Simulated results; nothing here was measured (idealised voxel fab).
process module | voxel plated lines
cross-section cut | 230 nm wide | cells 5 nm
A cross-section is a grid of square cells, given in bands from the top down. A band is one or more rows of cells.
Each band's line starts with the height of the band's top and of its bottom, in nm. Then come its materials from left to right, each with its width in nm. One material with "throughout" fills the band from edge to edge. "air" is empty space.
Height 0 is the level under which the wafer as received is all one material. The lowest band goes on downwards, as in "0 down".
A width such as "30 to 40" changes by the same amount from each row of cells to the next, from the band's top row to its bottom row.
"no change" after a step means that no cell of the cross-section changed.
closed voids: empty space of 8 cells or more with no open way to the top, each as width x height at its distance from the left edge, in nm
after a step's settings: what the simulator itself notes on the step
overlay nm, on a step with a mask: how far to the right of its planned place the mask lay; to the left if negative
plan
1 op RECEIVE | material Si
2 op CONFORMAL_DEP | material Al2O3 | thk nm 5
3 op DIRECTIONAL_DEP | material TiN | thk nm 5
4 op PATTERN | tone open | mask id LINES | material resist | width nm 20 | pitch nm 45 | thk nm 35 | overlay nm -15
5 op EPI | material Ru | thk nm 10
6 op EPI | material Ru | thk nm 5
7 op EPI | material Ru | thk nm 5
8 op STRIP | etch materials resist
9 op DIRECTIONAL_ETCH | etch materials TiN | depth nm 5
10 op CONFORMAL_DEP | material SiO2 | thk nm 5
varied across the wafers: overlay nm of step 4. The plan shows the first wafer's value. All wafers start alike
first wafer as received, after step 1
  0 down: Si throughout
  closed voids: none
first wafer at the end, after step 10
  35 to 30: air 15 | SiO2 30 | air 15 | SiO2 30 | air 15 | SiO2 30 | air 15 | SiO2 30 | air 50
  30 to 10: air 15 | SiO2 5 | Ru 20 | SiO2 5 | air 15 | SiO2 5 | Ru 20 | SiO2 5 | air 15 | SiO2 5 | Ru 20 | SiO2 5 | air 15 | SiO2 5 | Ru 20 | SiO2 5 | air 50
  10 to 5: SiO2 20 | TiN 20 | SiO2 25 | TiN 20 | SiO2 25 | TiN 20 | SiO2 25 | TiN 20 | SiO2 55
  5 to 0: Al2O3 throughout
  0 down: Si throughout
  closed voids: none
last wafer at the end
  35 to 30: air 45 | SiO2 30 | air 15 | SiO2 30 | air 15 | SiO2 30 | air 15 | SiO2 30 | air 20
  30 to 10: air 45 | SiO2 5 | Ru 20 | SiO2 5 | air 15 | SiO2 5 | Ru 20 | SiO2 5 | air 15 | SiO2 5 | Ru 20 | SiO2 5 | air 15 | SiO2 5 | Ru 20 | SiO2 5 | air 20
  10 to 5: SiO2 50 | TiN 20 | SiO2 25 | TiN 20 | SiO2 25 | TiN 20 | SiO2 25 | TiN 20 | SiO2 25
  5 to 0: Al2O3 throughout
  0 down: Si throughout
  closed voids: none
each wafer at the end: cells of each material gained (+) or lost (-) since it was received, then its closed voids
overlay nm -15 | +46 Al2O3 | +64 Ru | +86 SiO2 | +16 TiN | closed voids: none
overlay nm -10 | +46 Al2O3 | +64 Ru | +86 SiO2 | +16 TiN | closed voids: none
overlay nm -5 | +46 Al2O3 | +64 Ru | +86 SiO2 | +16 TiN | closed voids: none
overlay nm 0 | +46 Al2O3 | +64 Ru | +86 SiO2 | +16 TiN | closed voids: none
overlay nm 5 | +46 Al2O3 | +64 Ru | +86 SiO2 | +16 TiN | closed voids: none
overlay nm 10 | +46 Al2O3 | +64 Ru | +86 SiO2 | +16 TiN | closed voids: none
overlay nm 15 | +46 Al2O3 | +64 Ru | +86 SiO2 | +16 TiN | closed voids: none
